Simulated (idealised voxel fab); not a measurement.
Process module under the name voxel quadruple lines
The cross-section shown here is cut; it is 280 nm wide and divided into square cells measuring 5 nm on a side.
Each cross-section below is a grid of square cells, stated as bands in top-down order, with one or more rows of cells making up each band.
First you get the band's top height and its bottom height, in nm, and then the materials it's made of, left to right, with each width in nm. If you see a single material with "throughout", that one covers the band edge to edge. "blank" is empty space.
It should be noted that heights are counted from 0, beneath which the wafer as supplied is of one material throughout, and that the lowest band possesses no lower boundary but continues downward, as written in "0 down".
Top row gets the first number, bottom row gets the second, and each row in between changes by the same step: that is how a band width like "30->40" works.
"same as before" -> step changed no cross-section cell.
"Sealed void list": empty spaces of 8 cells or more with no open way to the top, each given as width x height at distance, distance from the left edge, all in nm.
Step line, after settings: the simulator's comment on this step.
For masked steps, "overlay nm" on the step line gives how far right of plan the mask actually lay; a minus sign means it lay to the left.
Process steps - plan:
step 1: RECEIVE [material Si]
step 2: CONFORMAL_DEP [material Al2O3] [thk nm 5]
step 3: DIRECTIONAL_DEP [material Ru] [thk nm 10]
step 4: DIRECTIONAL_DEP [material polySi] [thk nm 20]
step 5: DIRECTIONAL_DEP [material aC] [thk nm 20]
step 6: PATTERN [tone cover] [mask id MANDREL] [material resist] [width nm 20] [thk nm 25] [overlay nm 0]
step 7: DIRECTIONAL_ETCH [etch materials aC] [depth nm 20]
step 8: STRIP [etch materials resist]
step 9: CONFORMAL_DEP [material SiO2] [thk nm 10]
step 10: DIRECTIONAL_ETCH [etch materials SiO2] [depth nm 10]
step 11: STRIP [etch materials aC]
step 12: DIRECTIONAL_ETCH [etch materials polySi] [depth nm 20]
step 13: STRIP [etch materials SiO2]
step 14: CONFORMAL_DEP [material SiCN] [thk nm 5]
step 15: DIRECTIONAL_ETCH [etch materials SiCN] [depth nm 5]
step 16: STRIP [etch materials polySi]
step 17: DIRECTIONAL_ETCH [etch materials Ru] [depth nm 10]
step 18: STRIP [etch materials SiCN]
step 19: FILL_DEP [material lowk] [thk nm 10]
step 20: CMP [height nm 15]
Here's what the wafer looked like in cross-section when it arrived - that's after step 1:
    0 down | Si throughout
    Sealed void list: none
Here's the wafer cut in cross-section after the module, started and planned just like above, except one thing was done wrong in the run:
    15 to 5 | lowk 115 | Ru 5 | lowk 10 | Ru 5 | lowk 10 | Ru 5 | lowk 10 | Ru 5 | lowk 115
    5 to 0 | aC throughout
    0 down | Si throughout
    Sealed void list: none
Misprocessing identified: it should be noted that step 2 was executed with settings other than those planned, the operation and settings actually applied being CONFORMAL_DEP [material aC] [thk nm 5]
